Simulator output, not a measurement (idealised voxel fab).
Process module heading - voxel wiring stack
Displayed cross-section: cut, width of 220 nm, square cells sized 5 nm.
Cross-section spec: square-cell grid; bands listed top down; each band is one or more rows.
Band entry format. Leading values: height of top, height of bottom, nm. Remainder: materials in left-to-right order, each with its width in nm. Special words: "all across" on a single material, which then fills the band edge to edge; "empty", empty space.
It should be noted that heights are counted from 0, beneath which the wafer as supplied is of one material throughout, and that the lowest band possesses no lower boundary but continues downward, as written in "from 0 down".
Think of "30..40" as a width that walks from the first number to the second as you go down the band, top row to bottom row, taking equal-sized steps from row to row.
"nothing different" (step): cross-section cells unchanged, all of them.
Listed in "Trapped voids": every empty space of 8 or more cells without an open way to the top. Form: width x height at distance, the distance being from the left edge, all in nm.
On each step's line, the part that comes after the settings is the simulator's own comment on the step.
"overlay nm" denotes, for a step that has a mask, the displacement of the mask to the right of its planned place, with negative values corresponding to the left.
**Steps in the process plan**
1,op RECEIVE | material Si
2,op CONFORMAL_DEP | material SiO2 | thk nm 10
3,op DIRECTIONAL_DEP | material TiN | thk nm 5
4,op DIRECTIONAL_DEP | material Ru | thk nm 20
5,op DIRECTIONAL_DEP | material aC | thk nm 10
6,op PATTERN | tone cover | mask id METAL_1 | material resist | width nm 30 | pitch nm 45 | thk nm 30 | overlay nm 0
7,op DIRECTIONAL_ETCH | etch materials aC | depth nm 10
8,op STRIP | etch materials resist
9,op DIRECTIONAL_ETCH | etch materials Ru | depth nm 20
10,op DIRECTIONAL_ETCH | etch materials TiN | depth nm 5
11,op STRIP | etch materials aC
12,op CONFORMAL_DEP | material SiCN | thk nm 5
13,op FILL_DEP | material SiO2 | thk nm 5
14,op CMP | height nm 35
15,op CONFORMAL_DEP | material SiCN | thk nm 5
16,op DIRECTIONAL_DEP | material lowk | thk nm 30
17,op DIRECTIONAL_DEP | material aC | thk nm 10
18,op PATTERN | tone open | mask id METAL_2_HOLES | material resist | width nm 15 | thk nm 25 | overlay nm 0
19,op DIRECTIONAL_ETCH | etch materials aC | depth nm 10
20,op STRIP | etch materials resist
21,op DIRECTIONAL_ETCH | etch materials lowk | depth nm 30
22,op STRIP | etch materials aC
23,op MASKED_ETCH | tone open | mask id METAL_2 | width nm 30 | pitch nm 45 | etch materials lowk | depth nm 15 | overlay nm 0
24,op MASKED_ETCH | tone open | mask id METAL_2 | width nm 30 | pitch nm 45 | etch materials SiCN | depth nm 5 | overlay nm 0
25,op CONFORMAL_DEP | material TiN | thk nm 5
26,op FILL_DEP | material Ru | thk nm 10
27,op CMP | height nm 70
28,op CONFORMAL_DEP | material SiCN | thk nm 5
29,op DIRECTIONAL_DEP | material lowk | thk nm 10
30,op PATTERN | tone open | mask id PLUG_2 | material resist | width nm 15 | thk nm 20 | overlay nm 0
31,op DIRECTIONAL_ETCH | etch materials lowk | depth nm 10
32,op DIRECTIONAL_ETCH | etch materials SiCN | depth nm 5
33,op STRIP | etch materials resist
34,op CONFORMAL_DEP | material TiN | thk nm 5
35,op FILL_DEP | material W | thk nm 5
36,op CMP | height nm 85
37,op CONFORMAL_DEP | material SiCN | thk nm 5
38,op DIRECTIONAL_DEP | material SiO2 | thk nm 15
39,op PATTERN | tone open | mask id METAL_3 | material resist | width nm 30 | pitch nm 45 | thk nm 15 | overlay nm 0
40,op DIRECTIONAL_ETCH | etch materials SiO2 | depth nm 15
41,op DIRECTIONAL_ETCH | etch materials SiCN | depth nm 5
42,op STRIP | etch materials resist
43,op CONFORMAL_DEP | material TiN | thk nm 5
44,op FILL_DEP | material Ru | thk nm 5
45,op CMP | height nm 105
46,op EPI | material Ru | thk nm 5
47,op FILL_DEP | material SiCN | thk nm 5
**First out of two wafers; run went to plan**
**Wafer cross-section on receipt, i.e. after step 1**
- from 0 down = Si all across
- Trapped voids: none
**Sectional view: wafer, after step 2**
- from 10 to 0 = SiO2 all across
- No changes below 0.
**Sectional view: wafer, after step 3**
- from 15 to 10 = TiN all across
- No changes below 10.
**Sectional view: wafer, after step 4**
- from 35 to 15 = Ru all across
- No changes below 15.
**Sectional view: wafer, after step 5**
- from 45 to 35 = aC all across
- No changes below 35.
**Sectional view: wafer, after step 6**
- from 75 to 45 = empty=70 | resist=30 | empty=15 | resist=30 | empty=75
- No changes below 45.
**Sectional view: wafer, after step 7**
- from 65 to 45 = empty=70 | resist=30 | empty=15 | resist=30 | empty=75
- from 45 to 35 = empty=70 | aC=30 | empty=15 | aC=30 | empty=75
- No changes below 35.
**Sectional view: wafer, after step 8**
- from 45 to 35 = empty=70 | aC=30 | empty=15 | aC=30 | empty=75
- No changes below 35.
**Sectional view: wafer, after step 9**
- from 45 to 35 = empty=70 | aC=30 | empty=15 | aC=30 | empty=75
- from 35 to 15 = empty=70 | Ru=30 | empty=15 | Ru=30 | empty=75
- No changes below 15.
**Sectional view: wafer, after step 10**
- from 45 to 35 = empty=70 | aC=30 | empty=15 | aC=30 | empty=75
- from 35 to 15 = empty=70 | Ru=30 | empty=15 | Ru=30 | empty=75
- from 15 to 10 = empty=70 | TiN=30 | empty=15 | TiN=30 | empty=75
- No changes below 10.
**Sectional view: wafer, after step 11**
- from 35 to 15 = empty=70 | Ru=30 | empty=15 | Ru=30 | empty=75
- No changes below 15.
**Sectional view: wafer, after step 12**
- from 40 to 35 = empty=65 | SiCN=40 | empty=5 | SiCN=40 | empty=70
- from 35 to 15 = empty=65 | SiCN=5 | Ru=30 | SiCN=5 | empty=5 | SiCN=5 | Ru=30 | SiCN=5 | empty=70
- from 15 to 10 = SiCN=70 | TiN=30 | SiCN=15 | TiN=30 | SiCN=75
- No changes below 10.
**Sectional view: wafer, after step 13**
- from 45 to 40 = SiO2 all across
- from 40 to 35 = SiO2=65 | SiCN=40 | SiO2=5 | SiCN=40 | SiO2=70
- from 35 to 15 = SiO2=65 | SiCN=5 | Ru=30 | SiCN=5 | SiO2=5 | SiCN=5 | Ru=30 | SiCN=5 | SiO2=70
- No changes below 15.
**Sectional view: wafer, after step 14**
- from 35 to 15 = SiO2=65 | SiCN=5 | Ru=30 | SiCN=5 | SiO2=5 | SiCN=5 | Ru=30 | SiCN=5 | SiO2=70
- No changes below 15.
**Sectional view: wafer, after step 15**
- from 40 to 35 = SiCN all across
- No changes below 35.
**Sectional view: wafer, after step 16**
- from 70 to 40 = lowk all across
- No changes below 40.
**Sectional view: wafer, after step 17**
- from 80 to 70 = aC all across
- No changes below 70.
**Sectional view: wafer, after step 18**
- from 105 to 80 = resist=70 | empty=15 | resist=135
- No changes below 80.
**Sectional view: wafer, after step 19**
- from 95 to 80 = resist=70 | empty=15 | resist=135
- from 80 to 70 = aC=70 | empty=15 | aC=135
- No changes below 70.
**Sectional view: wafer, after step 20**
- from 80 to 70 = aC=70 | empty=15 | aC=135
- No changes below 70.
**Sectional view: wafer, after step 21**
- from 80 to 70 = aC=70 | empty=15 | aC=135
- from 70 to 40 = lowk=70 | empty=15 | lowk=135
- No changes below 40.
**Sectional view: wafer, after step 22**
- from 70 to 40 = lowk=70 | empty=15 | lowk=135
- No changes below 40.
**Sectional view: wafer, after step 23**
- from 70 to 55 = lowk=70 | empty=30 | lowk=15 | empty=30 | lowk=75
- No changes below 55.
**Sectional view: wafer, after step 24**
- from 70 to 55 = lowk=70 | empty=30 | lowk=15 | empty=30 | lowk=75
- from 55 to 40 = lowk=70 | empty=15 | lowk=135
- from 40 to 35 = SiCN=70 | empty=15 | SiCN=135
- No changes below 35.
**Sectional view: wafer, after step 25**
- from 75 to 70 = TiN=75 | empty=20 | TiN=25 | empty=20 | TiN=80
- from 70 to 60 = lowk=70 | TiN=5 | empty=20 | TiN=5 | lowk=15 | TiN=5 | empty=20 | TiN=5 | lowk=75
- from 60 to 55 = lowk=70 | TiN=5 | empty=5 | TiN=20 | lowk=15 | TiN=30 | lowk=75
- from 55 to 40 = lowk=70 | TiN=5 | empty=5 | TiN=5 | lowk=135
- from 40 to 35 = SiCN=70 | TiN=15 | SiCN=135
- No changes below 35.
**Sectional view: wafer, after step 26**
- from 85 to 75 = Ru all across
- from 75 to 70 = TiN=75 | Ru=20 | TiN=25 | Ru=20 | TiN=80
- from 70 to 60 = lowk=70 | TiN=5 | Ru=20 | TiN=5 | lowk=15 | TiN=5 | Ru=20 | TiN=5 | lowk=75
- from 60 to 55 = lowk=70 | TiN=5 | Ru=5 | TiN=20 | lowk=15 | TiN=30 | lowk=75
- from 55 to 40 = lowk=70 | TiN=5 | Ru=5 | TiN=5 | lowk=135
- No changes below 40.
**Sectional view: wafer, after step 27**
- from 70 to 60 = lowk=70 | TiN=5 | Ru=20 | TiN=5 | lowk=15 | TiN=5 | Ru=20 | TiN=5 | lowk=75
- No changes below 60.
**Sectional view: wafer, after step 28**
- from 75 to 70 = SiCN all across
- No changes below 70.
**Sectional view: wafer, after step 29**
- from 85 to 75 = lowk all across
- No changes below 75.
**Sectional view: wafer, after step 30**
- from 105 to 85 = resist=70 | empty=15 | resist=135
- No changes below 85.
**Sectional view: wafer, after step 31**
- from 105 to 85 = resist=70 | empty=15 | resist=135
- from 85 to 75 = lowk=70 | empty=15 | lowk=135
- No changes below 75.
**Sectional view: wafer, after step 32**
- from 105 to 85 = resist=70 | empty=15 | resist=135
- from 85 to 75 = lowk=70 | empty=15 | lowk=135
- from 75 to 70 = SiCN=70 | empty=15 | SiCN=135
- No changes below 70.
**Sectional view: wafer, after step 33**
- from 85 to 75 = lowk=70 | empty=15 | lowk=135
- No changes below 75.
**Sectional view: wafer, after step 34**
- from 90 to 85 = TiN=75 | empty=5 | TiN=140
- from 85 to 75 = lowk=70 | TiN=5 | empty=5 | TiN=5 | lowk=135
- from 75 to 70 = SiCN=70 | TiN=15 | SiCN=135
- No changes below 70.
**Sectional view: wafer, after step 35**
- from 95 to 90 = W all across
- from 90 to 85 = TiN=75 | W=5 | TiN=140
- from 85 to 75 = lowk=70 | TiN=5 | W=5 | TiN=5 | lowk=135
- No changes below 75.
**Sectional view: wafer, after step 36**
- from 85 to 75 = lowk=70 | TiN=5 | W=5 | TiN=5 | lowk=135
- No changes below 75.
**Sectional view: wafer, after step 37**
- from 90 to 85 = SiCN all across
- No changes below 85.
**Sectional view: wafer, after step 38**
- from 105 to 90 = SiO2 all across
- No changes below 90.
**Sectional view: wafer, after step 39**
- from 120 to 105 = resist=70 | empty=30 | resist=15 | empty=30 | resist=75
- No changes below 105.
**Sectional view: wafer, after step 40**
- from 120 to 105 = resist=70 | empty=30 | resist=15 | empty=30 | resist=75
- from 105 to 90 = SiO2=70 | empty=30 | SiO2=15 | empty=30 | SiO2=75
- No changes below 90.
**Sectional view: wafer, after step 41**
- from 120 to 105 = resist=70 | empty=30 | resist=15 | empty=30 | resist=75
- from 105 to 90 = SiO2=70 | empty=30 | SiO2=15 | empty=30 | SiO2=75
- from 90 to 85 = SiCN=70 | empty=30 | SiCN=15 | empty=30 | SiCN=75
- No changes below 85.
**Sectional view: wafer, after step 42**
- from 105 to 90 = SiO2=70 | empty=30 | SiO2=15 | empty=30 | SiO2=75
- No changes below 90.
**Sectional view: wafer, after step 43**
- from 110 to 105 = TiN=75 | empty=20 | TiN=25 | empty=20 | TiN=80
- from 105 to 90 = SiO2=70 | TiN=5 | empty=20 | TiN=5 | SiO2=15 | TiN=5 | empty=20 | TiN=5 | SiO2=75
- from 90 to 85 = SiCN=70 | TiN=30 | SiCN=15 | TiN=30 | SiCN=75
- No changes below 85.
**Sectional view: wafer, after step 44**
- from 115 to 110 = Ru all across
- from 110 to 105 = TiN=75 | Ru=20 | TiN=25 | Ru=20 | TiN=80
- from 105 to 90 = SiO2=70 | TiN=5 | Ru=20 | TiN=5 | SiO2=15 | TiN=5 | Ru=20 | TiN=5 | SiO2=75
- No changes below 90.
**Sectional view: wafer, after step 45**
- from 105 to 90 = SiO2=70 | TiN=5 | Ru=20 | TiN=5 | SiO2=15 | TiN=5 | Ru=20 | TiN=5 | SiO2=75
- No changes below 90.
**Sectional view: wafer, after step 46**
- from 110 to 105 = empty=65 | Ru=40 | empty=5 | Ru=40 | empty=70
- No changes below 105.
**Sectional view: wafer, after step 47**
- from 115 to 110 = SiCN all across
- from 110 to 105 = SiCN=65 | Ru=40 | SiCN=5 | Ru=40 | SiCN=70
- No changes below 105.
**Second wafer - shared start and plan with the first - one error in running - same as the first up to step 27 inclusive**
**Cross-section of the second wafer corresponding to the planned conclusion of step 28**
- from 80 to 70 = lowk all across
- No changes below 70.
**Cross-section of the second wafer corresponding to the planned conclusion of step 29**
- from 85 to 80 = SiCN all across
- No changes below 80.
**Cross-section of the second wafer corresponding to the planned conclusion of step 30**
- from 105 to 85 = resist=70 | empty=15 | resist=135
- No changes below 85.
Cross-section of the second wafer corresponding to the planned conclusion of step 31: nothing different
**Cross-section of the second wafer corresponding to the planned conclusion of step 32**
- from 105 to 85 = resist=70 | empty=15 | resist=135
- from 85 to 80 = SiCN=70 | empty=15 | SiCN=135
- No changes below 80.
**Cross-section of the second wafer corresponding to the planned conclusion of step 33**
- from 85 to 80 = SiCN=70 | empty=15 | SiCN=135
- No changes below 80.
**Cross-section of the second wafer corresponding to the planned conclusion of step 34**
- from 90 to 85 = TiN=75 | empty=5 | TiN=140
- from 85 to 80 = SiCN=70 | TiN=15 | SiCN=135
- No changes below 80.
**Cross-section of the second wafer corresponding to the planned conclusion of step 35**
- from 95 to 90 = W all across
- from 90 to 85 = TiN=75 | W=5 | TiN=140
- No changes below 85.
**Cross-section of the second wafer corresponding to the planned conclusion of step 36**
- from 85 to 80 = SiCN=70 | TiN=15 | SiCN=135
- No changes below 80.
**Cross-section of the second wafer corresponding to the planned conclusion of step 37**
- from 90 to 85 = SiCN all across
- No changes below 85.
**Cross-section of the second wafer corresponding to the planned conclusion of step 38**
- from 105 to 90 = SiO2 all across
- No changes below 90.
**Cross-section of the second wafer corresponding to the planned conclusion of step 39**
- from 120 to 105 = resist=70 | empty=30 | resist=15 | empty=30 | resist=75
- No changes below 105.
**Cross-section of the second wafer corresponding to the planned conclusion of step 40**
- from 120 to 105 = resist=70 | empty=30 | resist=15 | empty=30 | resist=75
- from 105 to 90 = SiO2=70 | empty=30 | SiO2=15 | empty=30 | SiO2=75
- No changes below 90.
**Cross-section of the second wafer corresponding to the planned conclusion of step 41**
- from 120 to 105 = resist=70 | empty=30 | resist=15 | empty=30 | resist=75
- from 105 to 90 = SiO2=70 | empty=30 | SiO2=15 | empty=30 | SiO2=75
- from 90 to 85 = SiCN=70 | empty=30 | SiCN=15 | empty=30 | SiCN=75
- No changes below 85.
**Cross-section of the second wafer corresponding to the planned conclusion of step 42**
- from 105 to 90 = SiO2=70 | empty=30 | SiO2=15 | empty=30 | SiO2=75
- No changes below 90.
**Cross-section of the second wafer corresponding to the planned conclusion of step 43**
- from 110 to 105 = TiN=75 | empty=20 | TiN=25 | empty=20 | TiN=80
- from 105 to 90 = SiO2=70 | TiN=5 | empty=20 | TiN=5 | SiO2=15 | TiN=5 | empty=20 | TiN=5 | SiO2=75
- from 90 to 85 = SiCN=70 | TiN=30 | SiCN=15 | TiN=30 | SiCN=75
- No changes below 85.
**Cross-section of the second wafer corresponding to the planned conclusion of step 44**
- from 115 to 110 = Ru all across
- from 110 to 105 = TiN=75 | Ru=20 | TiN=25 | Ru=20 | TiN=80
- from 105 to 90 = SiO2=70 | TiN=5 | Ru=20 | TiN=5 | SiO2=15 | TiN=5 | Ru=20 | TiN=5 | SiO2=75
- No changes below 90.
**Cross-section of the second wafer corresponding to the planned conclusion of step 45**
- from 105 to 90 = SiO2=70 | TiN=5 | Ru=20 | TiN=5 | SiO2=15 | TiN=5 | Ru=20 | TiN=5 | SiO2=75
- No changes below 90.
**Cross-section of the second wafer corresponding to the planned conclusion of step 46**
- from 110 to 105 = empty=65 | Ru=40 | empty=5 | Ru=40 | empty=70
- No changes below 105.
**Cross-section of the second wafer corresponding to the planned conclusion of step 47**
- from 115 to 110 = SiCN all across
- from 110 to 105 = SiCN=65 | Ru=40 | SiCN=5 | Ru=40 | SiCN=70
- No changes below 105.
It is concluded that the wafer was processed incorrectly with respect to the plan, in that steps 28 and 29: order swapped relative to plan
Wafer comparison, final, in cells, second relative to first, materials more or fewer: 4 fewer of TiN | 2 fewer of W | 6 more of lowk
